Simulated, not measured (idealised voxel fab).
The following is a process module called voxel capacitor over wiring.
Square cells of 5 nm make up the cross-section cut, whose width is 190 nm.
Each cross-section below is a grid of square cells, stated as bands in top-down order, with one or more rows of cells making up each band. Heads up on the band format: heights come first, top then bottom, in nm. After that it's the materials left to right, each with its width in nm. A single material flagged "full width" fills the whole band edge to edge, and "air" means there's empty space there. It should be noted that heights are counted from 0, beneath which the wafer as supplied is of one material throughout, and that the lowest band possesses no lower boundary but continues downward, as written in "top 0, no bottom". Per-row width for "30..40": begins at first number (top row of band), ends at second number (bottom row), increment between rows held constant. Where a step carries "changes: none", the cross-section came out of it unchanged, cell for cell. The list in "Closed voids list" covers empty spaces of 8 cells or more that cannot reach the top through any open way, and it gives each as width x height at distance; the distance is from the left edge, and width, height and distance are in nm. That trailing text on a step's line, after the settings, is the simulator's own remark on the step. overlay nm: right-of-plan distance of the mask on a masked step; negative values mean left-of-plan.

PLANNED PROCESS STEPS
step 1: RECEIVE, material Si
step 2: CONFORMAL_DEP, material SiO2, thk nm 15
step 3: CONFORMAL_DEP, material SiCN, thk nm 5
step 4: DIRECTIONAL_DEP, material lowk, thk nm 25
step 5: PATTERN, tone open, mask id METAL_1, material resist, width nm 25, pitch nm 75, thk nm 20, overlay nm 0
step 6: DIRECTIONAL_ETCH, etch materials lowk, depth nm 25
step 7: DIRECTIONAL_ETCH, etch materials SiCN, depth nm 5
step 8: STRIP, etch materials resist
step 9: CONFORMAL_DEP, material TiN, thk nm 5
step 10: FILL_DEP, material Ru, thk nm 10
step 11: CMP, height nm 45
step 12: CONFORMAL_DEP, material SiCN, thk nm 5
step 13: DIRECTIONAL_DEP, material lowk, thk nm 15
step 14: PATTERN, tone open, mask id PLUG_1, material resist, width nm 15, thk nm 15, overlay nm 0
step 15: DIRECTIONAL_ETCH, etch materials lowk, depth nm 15
step 16: DIRECTIONAL_ETCH, etch materials SiCN, depth nm 5
step 17: STRIP, etch materials resist
step 18: EPI, material Ru, thk nm 10
step 19: EPI, material Ru, thk nm 10
step 20: DIRECTIONAL_DEP, material TiN, thk nm 10
step 21: DIRECTIONAL_DEP, material Al2O3, thk nm 5
step 22: DIRECTIONAL_DEP, material TiN, thk nm 10
step 23: PATTERN, tone cover, mask id UPPER_PLATE, material resist, width nm 55, thk nm 20, overlay nm 0
step 24: DIRECTIONAL_ETCH, etch materials TiN, depth nm 10
step 25: DIRECTIONAL_ETCH, etch materials Al2O3, depth nm 5
step 26: STRIP, etch materials resist
step 27: MASKED_ETCH, tone cover, mask id LOWER_PLATE, width nm 65, etch materials TiN, depth nm 10, overlay nm 0
step 28: FILL_DEP, material SiO2, thk nm 15
step 29: CMP, height nm 100
step 30: MASKED_ETCH, tone open, mask id PLUG_2, width nm 15, etch materials SiO2, depth nm 10, overlay nm 0
step 31: CONFORMAL_DEP, material TiN, thk nm 5
step 32: FILL_DEP, material W, thk nm 5
step 33: CMP, height nm 100
step 34: CONFORMAL_DEP, material SiN, thk nm 5
Keep in mind the plan's value for the thk nm of step 12 comes from the first wafer; the wafers don't share that setting, but they do share the same starting point.

CROSS-SECTION OF THE FIRST OF SEVERAL WAFERS ON RECEIPT, REFLECTING COMPLETION OF STEP 1
    top 0, no bottom  Si full width
    Closed voids list: none

NOTE: THE FOLLOWING TABLE IS ARRANGED BY WAFER, A ROW APIECE. EACH ROW REPORTS THE END-OF-MODULE STATE: PER MATERIAL, CELLS GAINED (+) OR CELLS LOST (-) COMPARED WITH THE WAFER AS RECEIVED; CLOSED VOIDS FOLLOW
thk nm 5, +11 Al2O3, +42 Ru, +63 SiCN, +38 SiN, +315 SiO2, +83 TiN, +1 W, +245 lowk, Closed voids list: none
thk nm 10, +11 Al2O3, +30 Ru, +101 SiCN, +38 SiN, +291 SiO2, +82 TiN, +245 lowk, Closed voids list: none
thk nm 15, +11 Al2O3, +30 Ru, +139 SiCN, +38 SiN, +255 SiO2, +80 TiN, +245 lowk, Closed voids list: none
thk nm 20, +11 Al2O3, +30 Ru, +177 SiCN, +38 SiN, +225 SiO2, +72 TiN, +245 lowk, Closed voids list: none
